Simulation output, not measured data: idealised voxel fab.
process module | voxel transistor to metal
cross-section cut | 150 nm wide | cells 5 nm
A cross-section is a grid of square cells, given in bands from the top down. A band is one or more rows of cells.
Each band's line starts with the height of the band's top and of its bottom, in nm. Then come its materials from left to right, each with its width in nm. One material with "throughout" fills the band from edge to edge. "air" is empty space.
Height 0 is the level under which the wafer as received is all one material. The lowest band goes on downwards, as in "0 down".
A width such as "30 to 40" changes by the same amount from each row of cells to the next, from the band's top row to its bottom row.
"no change" after a step means that no cell of the cross-section changed.
closed voids: empty space of 8 cells or more with no open way to the top, each as width x height at its distance from the left edge, in nm
after a step's settings: what the simulator itself notes on the step
overlay nm, on a step with a mask: how far to the right of its planned place the mask lay; to the left if negative
plan
1 op RECEIVE | material Si
2 op OXIDIZE | depth nm 5
3 op CONFORMAL_DEP | material SiN | thk nm 10
4 op MASKED_ETCH | tone cover | mask id ACTIVE | width nm 115 | etch materials SiN | depth nm 10 | overlay nm 0
5 op MASKED_ETCH | tone cover | mask id ACTIVE | width nm 115 | etch materials SiO2 | depth nm 5 | overlay nm 0
6 op MASKED_ETCH | tone cover | mask id ACTIVE | width nm 115 | etch materials Si | depth nm 20 | overlay nm 0
7 op FILL_DEP | material SiO2 | thk nm 15
8 op CMP | height nm 10
9 op SELECTIVE_ETCH | etch materials SiO2 | depth nm 5
10 op STRIP | etch materials SiN
11 op SELECTIVE_ETCH | etch materials SiO2 | depth nm 5
12 op OXIDIZE | depth nm 5
13 op DIRECTIONAL_DEP | material polySi | thk nm 30
14 op DIRECTIONAL_DEP | material SiCN | thk nm 15
15 op MASKED_ETCH | tone cover | mask id GATE | width nm 35 | etch materials SiCN | depth nm 25 | overlay nm 0
16 op MASKED_ETCH | tone cover | mask id GATE | width nm 35 | etch materials polySi | depth nm 40 | overlay nm 0
17 op CONFORMAL_DEP | material SiN | thk nm 5
18 op DIRECTIONAL_ETCH | etch materials SiN | depth nm 5
19 op DIRECTIONAL_ETCH | etch materials SiO2 | depth nm 5
20 op DIRECTIONAL_ETCH | etch materials Si | depth nm 5
21 op EPI | material nSi | thk nm 5
22 op FILL_DEP | material SiO2 | thk nm 10
23 op CMP | height nm 25
24 op STRIP | etch materials polySi
25 op SELECTIVE_ETCH | etch materials SiO2 | depth nm 5
26 op CONFORMAL_DEP | material HfO2 | thk nm 5
27 op CONFORMAL_DEP | material TiN | thk nm 5
28 op FILL_DEP | material W | thk nm 5
29 op CMP | height nm 20
30 op DIRECTIONAL_DEP | material SiO2 | thk nm 15
31 op DIRECTIONAL_DEP | material aC | thk nm 15
32 op PATTERN | tone open | mask id CONTACT | material resist | width nm 15 | pitch nm 80 | thk nm 30 | overlay nm 0
33 op DIRECTIONAL_ETCH | etch materials aC | depth nm 15
34 op STRIP | etch materials resist
35 op DIRECTIONAL_ETCH | etch materials SiO2 | depth nm 45
36 op STRIP | etch materials aC
37 op CONFORMAL_DEP | material TiN | thk nm 5
38 op FILL_DEP | material W | thk nm 10
39 op CMP | height nm 35
40 op DIRECTIONAL_DEP | material TiN | thk nm 5
41 op DIRECTIONAL_DEP | material Ru | thk nm 25
42 op PATTERN | tone cover | mask id METAL_1 | material resist | width nm 15 | pitch nm 80 | thk nm 15 | overlay nm 0
43 op DIRECTIONAL_ETCH | etch materials Ru | depth nm 25
44 op DIRECTIONAL_ETCH | etch materials TiN | depth nm 5
45 op STRIP | etch materials resist
46 op FILL_DEP | material lowk | thk nm 10
47 op CMP | height nm 65
48 op CONFORMAL_DEP | material SiN | thk nm 5
first wafer, as planned
as received, after step 1
  0 down: Si throughout
  closed voids: none
after step 2
  0 to -5: SiO2 throughout
  below -5: unchanged
after step 3
  10 to 0: SiN throughout
  below 0: unchanged
after step 4
  10 to 0: air 15 | SiN 115 | air 20
  below 0: unchanged
after step 5
  10 to 0: air 15 | SiN 115 | air 20
  0 to -5: air 15 | SiO2 115 | air 20
  below -5: unchanged
after step 6
  10 to 0: air 15 | SiN 115 | air 20
  0 to -5: air 15 | SiO2 115 | air 20
  -5 to -25: air 15 | Si 115 | air 20
  below -25: unchanged
after step 7
  25 to 10: SiO2 throughout
  10 to 0: SiO2 15 | SiN 115 | SiO2 20
  0 to -5: SiO2 throughout
  -5 to -25: SiO2 15 | Si 115 | SiO2 20
  below -25: unchanged
after step 8
  10 to 0: SiO2 15 | SiN 115 | SiO2 20
  below 0: unchanged
after step 9
  10 to 5: air 15 | SiN 115 | air 20
  below 5: unchanged
after step 10
  5 to 0: SiO2 15 | air 115 | SiO2 20
  below 0: unchanged
after step 11
  0 to -5: SiO2 10 | air 125 | SiO2 15
  below -5: unchanged
after step 12
  0 to -5: SiO2 10 | air 125 | SiO2 15
  -5 to -10: SiO2 throughout
  below -10: unchanged
after step 13
  30 to 25: polySi 10 | air 125 | polySi 15
  25 to 0: polySi throughout
  0 to -5: SiO2 10 | polySi 125 | SiO2 15
  below -5: unchanged
after step 14
  45 to 40: SiCN 10 | air 125 | SiCN 15
  40 to 30: SiCN throughout
  30 to 25: polySi 10 | SiCN 125 | polySi 15
  below 25: unchanged
after step 15
  40 to 30: air 55 | SiCN 35 | air 60
  30 to 25: polySi 10 | air 45 | SiCN 35 | air 45 | polySi 15
  below 25: unchanged
after step 16
  40 to 25: air 55 | SiCN 35 | air 60
  25 to 0: air 55 | polySi 35 | air 60
  0 to -5: SiO2 10 | air 45 | polySi 35 | air 45 | SiO2 15
  below -5: unchanged
after step 17
  45 to 40: air 50 | SiN 45 | air 55
  40 to 25: air 50 | SiN 5 | SiCN 35 | SiN 5 | air 55
  25 to 5: air 50 | SiN 5 | polySi 35 | SiN 5 | air 55
  5 to 0: SiN 15 | air 35 | SiN 5 | polySi 35 | SiN 5 | air 35 | SiN 20
  0 to -5: SiO2 10 | SiN 45 | polySi 35 | SiN 45 | SiO2 15
  below -5: unchanged
after step 18
  40 to 25: air 50 | SiN 5 | SiCN 35 | SiN 5 | air 55
  25 to 0: air 50 | SiN 5 | polySi 35 | SiN 5 | air 55
  0 to -5: SiO2 10 | SiN 5 | air 35 | SiN 5 | polySi 35 | SiN 5 | air 35 | SiN 5 | SiO2 15
  below -5: unchanged
after step 19
  40 to 25: air 50 | SiN 5 | SiCN 35 | SiN 5 | air 55
  25 to 0: air 50 | SiN 5 | polySi 35 | SiN 5 | air 55
  0 to -5: air 10 | SiN 5 | air 35 | SiN 5 | polySi 35 | SiN 5 | air 35 | SiN 5 | air 15
  -5 to -10: SiO2 15 | air 35 | SiO2 45 | air 35 | SiO2 20
  below -10: unchanged
after step 20
  40 to 25: air 50 | SiN 5 | SiCN 35 | SiN 5 | air 55
  25 to 0: air 50 | SiN 5 | polySi 35 | SiN 5 | air 55
  0 to -5: air 10 | SiN 5 | air 35 | SiN 5 | polySi 35 | SiN 5 | air 35 | SiN 5 | air 15
  -5 to -10: SiO2 15 | air 35 | SiO2 45 | air 35 | SiO2 20
  -10 to -15: SiO2 15 | air 35 | Si 45 | air 35 | SiO2 20
  below -15: unchanged
after step 21
  40 to 25: air 50 | SiN 5 | SiCN 35 | SiN 5 | air 55
  25 to 0: air 50 | SiN 5 | polySi 35 | SiN 5 | air 55
  0 to -5: air 10 | SiN 5 | air 35 | SiN 5 | polySi 35 | SiN 5 | air 35 | SiN 5 | air 15
  -5 to -10: SiO2 15 | air 30 | nSi 5 | SiO2 45 | nSi 5 | air 30 | SiO2 20
  -10 to -15: SiO2 15 | nSi 35 | Si 45 | nSi 35 | SiO2 20
  below -15: unchanged
after step 22
  50 to 40: SiO2 throughout
  40 to 25: SiO2 50 | SiN 5 | SiCN 35 | SiN 5 | SiO2 55
  25 to 0: SiO2 50 | SiN 5 | polySi 35 | SiN 5 | SiO2 55
  0 to -5: SiO2 10 | SiN 5 | SiO2 35 | SiN 5 | polySi 35 | SiN 5 | SiO2 35 | SiN 5 | SiO2 15
  -5 to -10: SiO2 45 | nSi 5 | SiO2 45 | nSi 5 | SiO2 50
  below -10: unchanged
after step 23
  25 to 0: SiO2 50 | SiN 5 | polySi 35 | SiN 5 | SiO2 55
  below 0: unchanged
after step 24
  25 to 0: SiO2 50 | SiN 5 | air 35 | SiN 5 | SiO2 55
  0 to -5: SiO2 10 | SiN 5 | SiO2 35 | SiN 5 | air 35 | SiN 5 | SiO2 35 | SiN 5 | SiO2 15
  below -5: unchanged
after step 25
  25 to 20: air 50 | SiN 5 | air 35 | SiN 5 | air 55
  20 to 0: SiO2 50 | SiN 5 | air 35 | SiN 5 | SiO2 55
  0 to -5: SiO2 10 | SiN 5 | SiO2 35 | SiN 5 | air 35 | SiN 5 | SiO2 35 | SiN 5 | SiO2 15
  -5 to -10: SiO2 45 | nSi 5 | air 45 | nSi 5 | SiO2 50
  below -10: unchanged
after step 26
  30 to 25: air 45 | HfO2 15 | air 25 | HfO2 15 | air 50
  25 to 20: HfO2 50 | SiN 5 | HfO2 5 | air 25 | HfO2 5 | SiN 5 | HfO2 55
  20 to 0: SiO2 50 | SiN 5 | HfO2 5 | air 25 | HfO2 5 | SiN 5 | SiO2 55
  0 to -5: SiO2 10 | SiN 5 | SiO2 35 | SiN 5 | HfO2 5 | air 25 | HfO2 5 | SiN 5 | SiO2 35 | SiN 5 | SiO2 15
  -5 to -10: SiO2 45 | nSi 5 | HfO2 45 | nSi 5 | SiO2 50
  below -10: unchanged
after step 27
  35 to 30: air 40 | TiN 25 | air 15 | TiN 25 | air 45
  30 to 25: TiN 45 | HfO2 15 | TiN 5 | air 15 | TiN 5 | HfO2 15 | TiN 50
  25 to 20: HfO2 50 | SiN 5 | HfO2 5 | TiN 5 | air 15 | TiN 5 | HfO2 5 | SiN 5 | HfO2 55
  20 to 0: SiO2 50 | SiN 5 | HfO2 5 | TiN 5 | air 15 | TiN 5 | HfO2 5 | SiN 5 | SiO2 55
  0 to -5: SiO2 10 | SiN 5 | SiO2 35 | SiN 5 | HfO2 5 | TiN 25 | HfO2 5 | SiN 5 | SiO2 35 | SiN 5 | SiO2 15
  below -5: unchanged
after step 28
  40 to 35: W throughout
  35 to 30: W 40 | TiN 25 | W 15 | TiN 25 | W 45
  30 to 25: TiN 45 | HfO2 15 | TiN 5 | W 15 | TiN 5 | HfO2 15 | TiN 50
  25 to 20: HfO2 50 | SiN 5 | HfO2 5 | TiN 5 | W 15 | TiN 5 | HfO2 5 | SiN 5 | HfO2 55
  20 to 0: SiO2 50 | SiN 5 | HfO2 5 | TiN 5 | W 15 | TiN 5 | HfO2 5 | SiN 5 | SiO2 55
  below 0: unchanged
after step 29
  20 to 0: SiO2 50 | SiN 5 | HfO2 5 | TiN 5 | W 15 | TiN 5 | HfO2 5 | SiN 5 | SiO2 55
  below 0: unchanged
after step 30
  35 to 20: SiO2 throughout
  below 20: unchanged
after step 31
  50 to 35: aC throughout
  below 35: unchanged
after step 32
  80 to 50: resist 25 | air 15 | resist 65 | air 15 | resist 30
  below 50: unchanged
after step 33
  65 to 50: resist 25 | air 15 | resist 65 | air 15 | resist 30
  50 to 35: aC 25 | air 15 | aC 65 | air 15 | aC 30
  below 35: unchanged
after step 34
  50 to 35: aC 25 | air 15 | aC 65 | air 15 | aC 30
  below 35: unchanged
after step 35
  50 to 35: aC 25 | air 15 | aC 65 | air 15 | aC 30
  35 to 20: SiO2 25 | air 15 | SiO2 65 | air 15 | SiO2 30
  20 to 0: SiO2 25 | air 15 | SiO2 10 | SiN 5 | HfO2 5 | TiN 5 | W 15 | TiN 5 | HfO2 5 | SiN 5 | SiO2 10 | air 15 | SiO2 30
  0 to -5: SiO2 10 | SiN 5 | SiO2 10 | air 15 | SiO2 10 | SiN 5 | HfO2 5 | TiN 25 | HfO2 5 | SiN 5 | SiO2 10 | air 15 | SiO2 10 | SiN 5 | SiO2 15
  -5 to -10: SiO2 25 | air 15 | SiO2 5 | nSi 5 | HfO2 45 | nSi 5 | SiO2 5 | air 15 | SiO2 30
  below -10: unchanged
after step 36
  35 to 20: SiO2 25 | air 15 | SiO2 65 | air 15 | SiO2 30
  below 20: unchanged
after step 37
  40 to 35: TiN 30 | air 5 | TiN 75 | air 5 | TiN 35
  35 to 20: SiO2 25 | TiN 5 | air 5 | TiN 5 | SiO2 65 | TiN 5 | air 5 | TiN 5 | SiO2 30
  20 to 0: SiO2 25 | TiN 5 | air 5 | TiN 5 | SiO2 10 | SiN 5 | HfO2 5 | TiN 5 | W 15 | TiN 5 | HfO2 5 | SiN 5 | SiO2 10 | TiN 5 | air 5 | TiN 5 | SiO2 30
  0 to -5: SiO2 10 | SiN 5 | SiO2 10 | TiN 5 | air 5 | TiN 5 | SiO2 10 | SiN 5 | HfO2 5 | TiN 25 | HfO2 5 | SiN 5 | SiO2 10 | TiN 5 | air 5 | TiN 5 | SiO2 10 | SiN 5 | SiO2 15
  -5 to -10: SiO2 25 | TiN 15 | SiO2 5 | nSi 5 | HfO2 45 | nSi 5 | SiO2 5 | TiN 15 | SiO2 30
  below -10: unchanged
after step 38
  50 to 40: W throughout
  40 to 35: TiN 30 | W 5 | TiN 75 | W 5 | TiN 35
  35 to 20: SiO2 25 | TiN 5 | W 5 | TiN 5 | SiO2 65 | TiN 5 | W 5 | TiN 5 | SiO2 30
  20 to 0: SiO2 25 | TiN 5 | W 5 | TiN 5 | SiO2 10 | SiN 5 | HfO2 5 | TiN 5 | W 15 | TiN 5 | HfO2 5 | SiN 5 | SiO2 10 | TiN 5 | W 5 | TiN 5 | SiO2 30
  0 to -5: SiO2 10 | SiN 5 | SiO2 10 | TiN 5 | W 5 | TiN 5 | SiO2 10 | SiN 5 | HfO2 5 | TiN 25 | HfO2 5 | SiN 5 | SiO2 10 | TiN 5 | W 5 | TiN 5 | SiO2 10 | SiN 5 | SiO2 15
  below -5: unchanged
after step 39
  35 to 20: SiO2 25 | TiN 5 | W 5 | TiN 5 | SiO2 65 | TiN 5 | W 5 | TiN 5 | SiO2 30
  below 20: unchanged
after step 40
  40 to 35: TiN throughout
  below 35: unchanged
after step 41
  65 to 40: Ru throughout
  below 40: unchanged
after step 42
  80 to 65: air 25 | resist 15 | air 65 | resist 15 | air 30
  below 65: unchanged
after step 43
  80 to 65: air 25 | resist 15 | air 65 | resist 15 | air 30
  65 to 40: air 25 | Ru 15 | air 65 | Ru 15 | air 30
  below 40: unchanged
after step 44
  80 to 65: air 25 | resist 15 | air 65 | resist 15 | air 30
  65 to 40: air 25 | Ru 15 | air 65 | Ru 15 | air 30
  40 to 35: air 25 | TiN 15 | air 65 | TiN 15 | air 30
  below 35: unchanged
after step 45
  65 to 40: air 25 | Ru 15 | air 65 | Ru 15 | air 30
  below 40: unchanged
after step 46
  75 to 65: lowk throughout
  65 to 40: lowk 25 | Ru 15 | lowk 65 | Ru 15 | lowk 30
  40 to 35: lowk 25 | TiN 15 | lowk 65 | TiN 15 | lowk 30
  below 35: unchanged
after step 47
  65 to 40: lowk 25 | Ru 15 | lowk 65 | Ru 15 | lowk 30
  below 40: unchanged
after step 48
  70 to 65: SiN throughout
  below 65: unchanged
second wafer: like start, like plan, one mistake. Through step 41 it matches the first wafer
when step 42 should have ended
  80 to 65: air 25 | resist 20 | air 60 | resist 20 | air 25
  below 65: unchanged
when step 43 should have ended
  80 to 65: air 25 | resist 20 | air 60 | resist 20 | air 25
  65 to 40: air 25 | Ru 20 | air 60 | Ru 20 | air 25
  below 40: unchanged
when step 44 should have ended
  80 to 65: air 25 | resist 20 | air 60 | resist 20 | air 25
  65 to 40: air 25 | Ru 20 | air 60 | Ru 20 | air 25
  40 to 35: air 25 | TiN 20 | air 60 | TiN 20 | air 25
  below 35: unchanged
when step 45 should have ended
  65 to 40: air 25 | Ru 20 | air 60 | Ru 20 | air 25
  below 40: unchanged
when step 46 should have ended
  75 to 65: lowk throughout
  65 to 40: lowk 25 | Ru 20 | lowk 60 | Ru 20 | lowk 25
  40 to 35: lowk 25 | TiN 20 | lowk 60 | TiN 20 | lowk 25
  below 35: unchanged
when step 47 should have ended
  65 to 40: lowk 25 | Ru 20 | lowk 60 | Ru 20 | lowk 25
  below 40: unchanged
when step 48 should have ended
  70 to 65: SiN throughout
  below 65: unchanged
what went wrong: step 42 ran as: op PATTERN | tone cover | mask id METAL_1 | material resist | width nm 20 | pitch nm 80 | thk nm 15 | overlay nm 0
at the end the second wafer has, in cells: 10 more of Ru | 2 more of TiN | 12 fewer of lowk
